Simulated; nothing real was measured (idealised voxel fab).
This is a process module. Its name is voxel wiring stack.
Each square cell in cross-section cut measures 5 nm, and the section as a whole is 175 nm wide.
We lay out every cross-section as a grid of square cells and spell it out in bands from the top down, where one band means one or more rows of cells. Per band: top height and bottom height in nm, followed by the left-to-right materials and their widths in nm; "all across" marks a single material spanning edge to edge, "blank" marks empty space. Note: height 0 marks the level under which the wafer is uniformly one material as received. Lowest band unbounded below, written "0..down". Read "30..40" as a graded width: first number on top, second number at the bottom, same change between each pair of neighbouring rows. A step reported as "same as before" is a step in which no cell of the cross-section changed. "Closed void register" lists enclosed empty spaces (at least 8 cells, no open path upward to the top), each as width x height at distance from the left edge, in nm. Where a step's line continues beyond its settings, the continuation is a remark by the simulator itself on that step. Among the settings permitted on a step's line is "overlay nm"; applied to a step with a mask, it specifies the extent to which the mask lay to the right of its planned position, whereas a negative figure signifies a position to the left.

Process steps foreseen in the plan
1) RECEIVE | material Si
2) CONFORMAL_DEP | material SiO2 | thk nm 15
3) DIRECTIONAL_DEP | material TiN | thk nm 5
4) DIRECTIONAL_DEP | material Ru | thk nm 15
5) MASKED_ETCH | tone cover | mask id METAL_1 | width nm 20 | pitch nm 40 | etch materials Ru | depth nm 15 | overlay nm 0
6) MASKED_ETCH | tone cover | mask id METAL_1 | width nm 20 | pitch nm 40 | etch materials TiN | depth nm 5 | overlay nm 0
7) CONFORMAL_DEP | material SiN | thk nm 5
8) FILL_DEP | material SiO2 | thk nm 10
9) CMP | height nm 35
10) CONFORMAL_DEP | material SiCN | thk nm 5
11) DIRECTIONAL_DEP | material SiO2 | thk nm 20
12) DIRECTIONAL_DEP | material aC | thk nm 10
13) PATTERN | tone open | mask id PLUG_1 | material resist | width nm 15 | pitch nm 80 | thk nm 30 | overlay nm 0
14) DIRECTIONAL_ETCH | etch materials aC | depth nm 10
15) STRIP | etch materials resist
16) DIRECTIONAL_ETCH | etch materials SiO2 | depth nm 20
17) DIRECTIONAL_ETCH | etch materials SiCN | depth nm 5
18) STRIP | etch materials aC
19) CONFORMAL_DEP | material TiN | thk nm 5
20) FILL_DEP | material Ru | thk nm 5
21) CMP | height nm 60
22) CONFORMAL_DEP | material SiCN | thk nm 5
23) DIRECTIONAL_DEP | material SiO2 | thk nm 15
24) MASKED_ETCH | tone open | mask id METAL_2 | width nm 20 | pitch nm 40 | etch materials SiO2 | depth nm 15 | overlay nm 0
25) MASKED_ETCH | tone open | mask id METAL_2 | width nm 20 | pitch nm 40 | etch materials SiCN | depth nm 5 | overlay nm 0
26) CONFORMAL_DEP | material TiN | thk nm 5
27) FILL_DEP | material Ru | thk nm 5
28) CMP | height nm 80
29) CONFORMAL_DEP | material SiCN | thk nm 5

First of two wafers, with the run carried out as planned

Cross-section of the incoming wafer, state after step 1
	0..down: Si all across
	Closed void register: none

The following cross-section depicts the wafer upon completion of step 2
	15..0: SiO2 all across
	Whatever lies below 0 is exactly as it was before.

The following cross-section depicts the wafer upon completion of step 3
	20..15: TiN all across
	Whatever lies below 15 is exactly as it was before.

The following cross-section depicts the wafer upon completion of step 4
	35..20: Ru all across
	Whatever lies below 20 is exactly as it was before.

The following cross-section depicts the wafer upon completion of step 5
	35..20: blank=35 | Ru=20 | blank=20 | Ru=20 | blank=20 | Ru=20 | blank=40
	Whatever lies below 20 is exactly as it was before.

The following cross-section depicts the wafer upon completion of step 6
	35..20: blank=35 | Ru=20 | blank=20 | Ru=20 | blank=20 | Ru=20 | blank=40
	20..15: blank=35 | TiN=20 | blank=20 | TiN=20 | blank=20 | TiN=20 | blank=40
	Whatever lies below 15 is exactly as it was before.

The following cross-section depicts the wafer upon completion of step 7
	40..35: blank=30 | SiN=30 | blank=10 | SiN=30 | blank=10 | SiN=30 | blank=35
	35..20: blank=30 | SiN=5 | Ru=20 | SiN=5 | blank=10 | SiN=5 | Ru=20 | SiN=5 | blank=10 | SiN=5 | Ru=20 | SiN=5 | blank=35
	20..15: SiN=35 | TiN=20 | SiN=20 | TiN=20 | SiN=20 | TiN=20 | SiN=40
	Whatever lies below 15 is exactly as it was before.

The following cross-section depicts the wafer upon completion of step 8
	50..40: SiO2 all across
	40..35: SiO2=30 | SiN=30 | SiO2=10 | SiN=30 | SiO2=10 | SiN=30 | SiO2=35
	35..20: SiO2=30 | SiN=5 | Ru=20 | SiN=5 | SiO2=10 | SiN=5 | Ru=20 | SiN=5 | SiO2=10 | SiN=5 | Ru=20 | SiN=5 | SiO2=35
	Whatever lies below 20 is exactly as it was before.

The following cross-section depicts the wafer upon completion of step 9
	35..20: SiO2=30 | SiN=5 | Ru=20 | SiN=5 | SiO2=10 | SiN=5 | Ru=20 | SiN=5 | SiO2=10 | SiN=5 | Ru=20 | SiN=5 | SiO2=35
	Whatever lies below 20 is exactly as it was before.

The following cross-section depicts the wafer upon completion of step 10
	40..35: SiCN all across
	Whatever lies below 35 is exactly as it was before.

The following cross-section depicts the wafer upon completion of step 11
	60..40: SiO2 all across
	Whatever lies below 40 is exactly as it was before.

The following cross-section depicts the wafer upon completion of step 12
	70..60: aC all across
	Whatever lies below 60 is exactly as it was before.

The following cross-section depicts the wafer upon completion of step 13
	100..70: resist=35 | blank=15 | resist=65 | blank=15 | resist=45
	Whatever lies below 70 is exactly as it was before.

The following cross-section depicts the wafer upon completion of step 14
	90..70: resist=35 | blank=15 | resist=65 | blank=15 | resist=45
	70..60: aC=35 | blank=15 | aC=65 | blank=15 | aC=45
	Whatever lies below 60 is exactly as it was before.

The following cross-section depicts the wafer upon completion of step 15
	70..60: aC=35 | blank=15 | aC=65 | blank=15 | aC=45
	Whatever lies below 60 is exactly as it was before.

The following cross-section depicts the wafer upon completion of step 16
	70..60: aC=35 | blank=15 | aC=65 | blank=15 | aC=45
	60..40: SiO2=35 | blank=15 | SiO2=65 | blank=15 | SiO2=45
	Whatever lies below 40 is exactly as it was before.

The following cross-section depicts the wafer upon completion of step 17
	70..60: aC=35 | blank=15 | aC=65 | blank=15 | aC=45
	60..40: SiO2=35 | blank=15 | SiO2=65 | blank=15 | SiO2=45
	40..35: SiCN=35 | blank=15 | SiCN=65 | blank=15 | SiCN=45
	Whatever lies below 35 is exactly as it was before.

The following cross-section depicts the wafer upon completion of step 18
	60..40: SiO2=35 | blank=15 | SiO2=65 | blank=15 | SiO2=45
	Whatever lies below 40 is exactly as it was before.

The following cross-section depicts the wafer upon completion of step 19
	65..60: TiN=40 | blank=5 | TiN=75 | blank=5 | TiN=50
	60..40: SiO2=35 | TiN=5 | blank=5 | TiN=5 | SiO2=65 | TiN=5 | blank=5 | TiN=5 | SiO2=45
	40..35: SiCN=35 | TiN=15 | SiCN=65 | TiN=15 | SiCN=45
	Whatever lies below 35 is exactly as it was before.

The following cross-section depicts the wafer upon completion of step 20
	70..65: Ru all across
	65..60: TiN=40 | Ru=5 | TiN=75 | Ru=5 | TiN=50
	60..40: SiO2=35 | TiN=5 | Ru=5 | TiN=5 | SiO2=65 | TiN=5 | Ru=5 | TiN=5 | SiO2=45
	Whatever lies below 40 is exactly as it was before.

The following cross-section depicts the wafer upon completion of step 21
	60..40: SiO2=35 | TiN=5 | Ru=5 | TiN=5 | SiO2=65 | TiN=5 | Ru=5 | TiN=5 | SiO2=45
	Whatever lies below 40 is exactly as it was before.

The following cross-section depicts the wafer upon completion of step 22
	65..60: SiCN all across
	Whatever lies below 60 is exactly as it was before.

The following cross-section depicts the wafer upon completion of step 23
	80..65: SiO2 all across
	Whatever lies below 65 is exactly as it was before.

The following cross-section depicts the wafer upon completion of step 24
	80..65: SiO2=35 | blank=20 | SiO2=20 | blank=20 | SiO2=20 | blank=20 | SiO2=40
	Whatever lies below 65 is exactly as it was before.

The following cross-section depicts the wafer upon completion of step 25
	80..65: SiO2=35 | blank=20 | SiO2=20 | blank=20 | SiO2=20 | blank=20 | SiO2=40
	65..60: SiCN=35 | blank=20 | SiCN=20 | blank=20 | SiCN=20 | blank=20 | SiCN=40
	Whatever lies below 60 is exactly as it was before.

The following cross-section depicts the wafer upon completion of step 26
	85..80: TiN=40 | blank=10 | TiN=30 | blank=10 | TiN=30 | blank=10 | TiN=45
	80..65: SiO2=35 | TiN=5 | blank=10 | TiN=5 | SiO2=20 | TiN=5 | blank=10 | TiN=5 | SiO2=20 | TiN=5 | blank=10 | TiN=5 | SiO2=40
	65..60: SiCN=35 | TiN=20 | SiCN=20 | TiN=20 | SiCN=20 | TiN=20 | SiCN=40
	Whatever lies below 60 is exactly as it was before.

The following cross-section depicts the wafer upon completion of step 27
	90..85: Ru all across
	85..80: TiN=40 | Ru=10 | TiN=30 | Ru=10 | TiN=30 | Ru=10 | TiN=45
	80..65: SiO2=35 | TiN=5 | Ru=10 | TiN=5 | SiO2=20 | TiN=5 | Ru=10 | TiN=5 | SiO2=20 | TiN=5 | Ru=10 | TiN=5 | SiO2=40
	Whatever lies below 65 is exactly as it was before.

The following cross-section depicts the wafer upon completion of step 28
	80..65: SiO2=35 | TiN=5 | Ru=10 | TiN=5 | SiO2=20 | TiN=5 | Ru=10 | TiN=5 | SiO2=20 | TiN=5 | Ru=10 | TiN=5 | SiO2=40
	Whatever lies below 65 is exactly as it was before.

The following cross-section depicts the wafer upon completion of step 29
	85..80: SiCN all across
	Whatever lies below 80 is exactly as it was before.

The remaining wafer, second of the two, started like the first and was run to the same plan, except that one mistake was made along the way; the two coincide through step 3, inclusive

Cross-sectional representation of the second wafer at the time designated in the plan for the completion of step 4: same as before

Cross-sectional representation of the second wafer at the time designated in the plan for the completion of step 5: same as before

Cross-sectional representation of the second wafer at the time designated in the plan for the completion of step 6
	20..15: blank=35 | TiN=20 | blank=20 | TiN=20 | blank=20 | TiN=20 | blank=40
	Whatever lies below 15 is exactly as it was before.

Cross-sectional representation of the second wafer at the time designated in the plan for the completion of step 7
	25..20: blank=30 | SiN=30 | blank=10 | SiN=30 | blank=10 | SiN=30 | blank=35
	20..15: SiN=35 | TiN=20 | SiN=20 | TiN=20 | SiN=20 | TiN=20 | SiN=40
	Whatever lies below 15 is exactly as it was before.

Cross-sectional representation of the second wafer at the time designated in the plan for the completion of step 8
	35..25: SiO2 all across
	25..20: SiO2=30 | SiN=30 | SiO2=10 | SiN=30 | SiO2=10 | SiN=30 | SiO2=35
	Whatever lies below 20 is exactly as it was before.

Cross-sectional representation of the second wafer at the time designated in the plan for the completion of step 9: same as before

Cross-sectional representation of the second wafer at the time designated in the plan for the completion of step 10
	40..35: SiCN all across
	Whatever lies below 35 is exactly as it was before.

Cross-sectional representation of the second wafer at the time designated in the plan for the completion of step 11
	60..40: SiO2 all across
	Whatever lies below 40 is exactly as it was before.

Cross-sectional representation of the second wafer at the time designated in the plan for the completion of step 12
	70..60: aC all across
	Whatever lies below 60 is exactly as it was before.

Cross-sectional representation of the second wafer at the time designated in the plan for the completion of step 13
	100..70: resist=35 | blank=15 | resist=65 | blank=15 | resist=45
	Whatever lies below 70 is exactly as it was before.

Cross-sectional representation of the second wafer at the time designated in the plan for the completion of step 14
	90..70: resist=35 | blank=15 | resist=65 | blank=15 | resist=45
	70..60: aC=35 | blank=15 | aC=65 | blank=15 | aC=45
	Whatever lies below 60 is exactly as it was before.

Cross-sectional representation of the second wafer at the time designated in the plan for the completion of step 15
	70..60: aC=35 | blank=15 | aC=65 | blank=15 | aC=45
	Whatever lies below 60 is exactly as it was before.

Cross-sectional representation of the second wafer at the time designated in the plan for the completion of step 16
	70..60: aC=35 | blank=15 | aC=65 | blank=15 | aC=45
	60..40: SiO2=35 | blank=15 | SiO2=65 | blank=15 | SiO2=45
	Whatever lies below 40 is exactly as it was before.

Cross-sectional representation of the second wafer at the time designated in the plan for the completion of step 17
	70..60: aC=35 | blank=15 | aC=65 | blank=15 | aC=45
	60..40: SiO2=35 | blank=15 | SiO2=65 | blank=15 | SiO2=45
	40..35: SiCN=35 | blank=15 | SiCN=65 | blank=15 | SiCN=45
	Whatever lies below 35 is exactly as it was before.

Cross-sectional representation of the second wafer at the time designated in the plan for the completion of step 18
	60..40: SiO2=35 | blank=15 | SiO2=65 | blank=15 | SiO2=45
	Whatever lies below 40 is exactly as it was before.

Cross-sectional representation of the second wafer at the time designated in the plan for the completion of step 19
	65..60: TiN=40 | blank=5 | TiN=75 | blank=5 | TiN=50
	60..40: SiO2=35 | TiN=5 | blank=5 | TiN=5 | SiO2=65 | TiN=5 | blank=5 | TiN=5 | SiO2=45
	40..35: SiCN=35 | TiN=15 | SiCN=65 | TiN=15 | SiCN=45
	Whatever lies below 35 is exactly as it was before.

Cross-sectional representation of the second wafer at the time designated in the plan for the completion of step 20
	70..65: Ru all across
	65..60: TiN=40 | Ru=5 | TiN=75 | Ru=5 | TiN=50
	60..40: SiO2=35 | TiN=5 | Ru=5 | TiN=5 | SiO2=65 | TiN=5 | Ru=5 | TiN=5 | SiO2=45
	Whatever lies below 40 is exactly as it was before.

Cross-sectional representation of the second wafer at the time designated in the plan for the completion of step 21
	60..40: SiO2=35 | TiN=5 | Ru=5 | TiN=5 | SiO2=65 | TiN=5 | Ru=5 | TiN=5 | SiO2=45
	Whatever lies below 40 is exactly as it was before.

Cross-sectional representation of the second wafer at the time designated in the plan for the completion of step 22
	65..60: SiCN all across
	Whatever lies below 60 is exactly as it was before.

Cross-sectional representation of the second wafer at the time designated in the plan for the completion of step 23
	80..65: SiO2 all across
	Whatever lies below 65 is exactly as it was before.

Cross-sectional representation of the second wafer at the time designated in the plan for the completion of step 24
	80..65: SiO2=35 | blank=20 | SiO2=20 | blank=20 | SiO2=20 | blank=20 | SiO2=40
	Whatever lies below 65 is exactly as it was before.

Cross-sectional representation of the second wafer at the time designated in the plan for the completion of step 25
	80..65: SiO2=35 | blank=20 | SiO2=20 | blank=20 | SiO2=20 | blank=20 | SiO2=40
	65..60: SiCN=35 | blank=20 | SiCN=20 | blank=20 | SiCN=20 | blank=20 | SiCN=40
	Whatever lies below 60 is exactly as it was before.

Cross-sectional representation of the second wafer at the time designated in the plan for the completion of step 26
	85..80: TiN=40 | blank=10 | TiN=30 | blank=10 | TiN=30 | blank=10 | TiN=45
	80..65: SiO2=35 | TiN=5 | blank=10 | TiN=5 | SiO2=20 | TiN=5 | blank=10 | TiN=5 | SiO2=20 | TiN=5 | blank=10 | TiN=5 | SiO2=40
	65..60: SiCN=35 | TiN=20 | SiCN=20 | TiN=20 | SiCN=20 | TiN=20 | SiCN=40
	Whatever lies below 60 is exactly as it was before.

Cross-sectional representation of the second wafer at the time designated in the plan for the completion of step 27
	90..85: Ru all across
	85..80: TiN=40 | Ru=10 | TiN=30 | Ru=10 | TiN=30 | Ru=10 | TiN=45
	80..65: SiO2=35 | TiN=5 | Ru=10 | TiN=5 | SiO2=20 | TiN=5 | Ru=10 | TiN=5 | SiO2=20 | TiN=5 | Ru=10 | TiN=5 | SiO2=40
	Whatever lies below 65 is exactly as it was before.

Cross-sectional representation of the second wafer at the time designated in the plan for the completion of step 28
	80..65: SiO2=35 | TiN=5 | Ru=10 | TiN=5 | SiO2=20 | TiN=5 | Ru=10 | TiN=5 | SiO2=20 | TiN=5 | Ru=10 | TiN=5 | SiO2=40
	Whatever lies below 65 is exactly as it was before.

Cross-sectional representation of the second wafer at the time designated in the plan for the completion of step 29
	85..80: SiCN all across
	Whatever lies below 80 is exactly as it was before.
Error vs. plan: skipped: plan step 4 (never run)
Bottom line after processing is that, in cells, the second wafer is up or down on some materials versus the first: Ru: 36 fewer, SiO2: 36 more
